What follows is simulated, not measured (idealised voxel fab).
Process module name: voxel ribs on slabs
We display cut, a cross-section 210 nm in width whose square cells are each 5 nm.
A cross-section is written here as square cells arranged in a grid, and it is given in bands from the top down, each band taking up one or more rows of cells.
Heights first: top, then bottom, in nm. Then materials, left to right, each with a width in nm. "everywhere" on a single material: fills the band edge to edge. "air": empty space.
Measure heights from 0. That's the level where, below it, the as-received wafer is all one material. The lowest band is bottomless and extends downward; write it as in "0 -> down".
Top row gets the first number, bottom row gets the second, and each row in between changes by the same step: that is how a band width like "30..40" works.
You'll sometimes find "no alterations made" written for a step, and that's the way of saying that nowhere in the cross-section did a cell change during that step.
"Unvented internal voids" contains a list of empty spaces, each no smaller than 8 cells and without an open way to the top, written in the form width x height at distance with the distance from the left edge and all three in nm.
after a step's settings: what the simulator itself notes on the step
overlay nm: right-of-plan distance of the mask on a masked step; negative values mean left-of-plan.
Process steps (planned)
- 1: RECEIVE: material Si
- 2: DIRECTIONAL_DEP: material SiO2, thk nm 20
- 3: DIRECTIONAL_DEP: material SiN, thk nm 20
- 4: PATTERN: tone cover, mask id RIB, material resist, width nm 30, thk nm 20, overlay nm 0
- 5: DIRECTIONAL_ETCH: etch materials SiN, depth nm 15
- 6: STRIP: etch materials resist
- 7: PATTERN: tone cover, mask id SLAB, material resist, width nm 90, thk nm 20, overlay nm 0
- 8: DIRECTIONAL_ETCH: etch materials SiN, depth nm 5
- 9: STRIP: etch materials resist
- 10: FILL_DEP: material SiO2, thk nm 15
- 11: CMP: height nm 50
- 12: DIRECTIONAL_DEP: material W, thk nm 5
- 13: PATTERN: tone cover, mask id HEATER, material resist, width nm 40, thk nm 20, overlay nm 0
- 14: DIRECTIONAL_ETCH: etch materials W, depth nm 5
- 15: STRIP: etch materials resist
- 16: CONFORMAL_DEP: material SiN, thk nm 5
First of two wafers - as planned
This is the cross-section of the wafer as we received it, i.e. after step 1
  0 -> down: Si everywhere
  Unvented internal voids: none
The wafer, seen in cross-section, after step 2
  20 -> 0: SiO2 everywhere
  Unchanged below 0.
The wafer, seen in cross-section, after step 3
  40 -> 20: SiN everywhere
  Unchanged below 20.
The wafer, seen in cross-section, after step 4
  60 -> 40: air 90  resist 30  air 90
  Unchanged below 40.
The wafer, seen in cross-section, after step 5
  60 -> 40: air 90  resist 30  air 90
  40 -> 25: air 90  SiN 30  air 90
  Unchanged below 25.
The wafer, seen in cross-section, after step 6
  40 -> 25: air 90  SiN 30  air 90
  Unchanged below 25.
The wafer, seen in cross-section, after step 7
  60 -> 40: air 60  resist 90  air 60
  40 -> 25: air 60  resist 30  SiN 30  resist 30  air 60
  Unchanged below 25.
The wafer, seen in cross-section, after step 8
  60 -> 40: air 60  resist 90  air 60
  40 -> 25: air 60  resist 30  SiN 30  resist 30  air 60
  25 -> 20: air 60  SiN 90  air 60
  Unchanged below 20.
The wafer, seen in cross-section, after step 9
  40 -> 25: air 90  SiN 30  air 90
  Unchanged below 25.
The wafer, seen in cross-section, after step 10
  55 -> 40: SiO2 everywhere
  40 -> 25: SiO2 90  SiN 30  SiO2 90
  25 -> 20: SiO2 60  SiN 90  SiO2 60
  Unchanged below 20.
The wafer, seen in cross-section, after step 11
  50 -> 40: SiO2 everywhere
  Unchanged below 40.
The wafer, seen in cross-section, after step 12
  55 -> 50: W everywhere
  Unchanged below 50.
The wafer, seen in cross-section, after step 13
  75 -> 55: air 85  resist 40  air 85
  Unchanged below 55.
The wafer, seen in cross-section, after step 14
  75 -> 55: air 85  resist 40  air 85
  55 -> 50: air 85  W 40  air 85
  Unchanged below 50.
The wafer, seen in cross-section, after step 15
  55 -> 50: air 85  W 40  air 85
  Unchanged below 50.
The wafer, seen in cross-section, after step 16
  60 -> 55: air 80  SiN 50  air 80
  55 -> 50: SiN 85  W 40  SiN 85
  Unchanged below 50.
Here the second wafer is described. Its start and its plan were those of the first wafer. Its run contained one mistake. Up to and including step 6, it did exactly what the first wafer did
Second wafer profile in section, at the moment step 7 of the plan was meant to be complete
  60 -> 40: air 65  resist 80  air 65
  40 -> 25: air 65  resist 25  SiN 30  resist 25  air 65
  Unchanged below 25.
Second wafer profile in section, at the moment step 8 of the plan was meant to be complete
  60 -> 40: air 65  resist 80  air 65
  40 -> 25: air 65  resist 25  SiN 30  resist 25  air 65
  25 -> 20: air 65  SiN 80  air 65
  Unchanged below 20.
Second wafer profile in section, at the moment step 9 of the plan was meant to be complete
  40 -> 25: air 90  SiN 30  air 90
  Unchanged below 25.
Second wafer profile in section, at the moment step 10 of the plan was meant to be complete
  55 -> 40: SiO2 everywhere
  40 -> 25: SiO2 90  SiN 30  SiO2 90
  25 -> 20: SiO2 65  SiN 80  SiO2 65
  Unchanged below 20.
Second wafer profile in section, at the moment step 11 of the plan was meant to be complete
  50 -> 40: SiO2 everywhere
  Unchanged below 40.
Second wafer profile in section, at the moment step 12 of the plan was meant to be complete
  55 -> 50: W everywhere
  Unchanged below 50.
Second wafer profile in section, at the moment step 13 of the plan was meant to be complete
  75 -> 55: air 85  resist 40  air 85
  Unchanged below 55.
Second wafer profile in section, at the moment step 14 of the plan was meant to be complete
  75 -> 55: air 85  resist 40  air 85
  55 -> 50: air 85  W 40  air 85
  Unchanged below 50.
Second wafer profile in section, at the moment step 15 of the plan was meant to be complete
  55 -> 50: air 85  W 40  air 85
  Unchanged below 50.
Second wafer profile in section, at the moment step 16 of the plan was meant to be complete
  60 -> 55: air 80  SiN 50  air 80
  55 -> 50: SiN 85  W 40  SiN 85
  Unchanged below 50.
What broke from the plan during processing? so step 7 ended up running with a different setting than we planned, it ran as PATTERN: tone cover, mask id SLAB, material resist, width nm 80, thk nm 20, overlay nm 0
Wrapping up, a cell-based count of both wafers puts the second over or under the first for these materials: -2 SiN; +2 SiO2
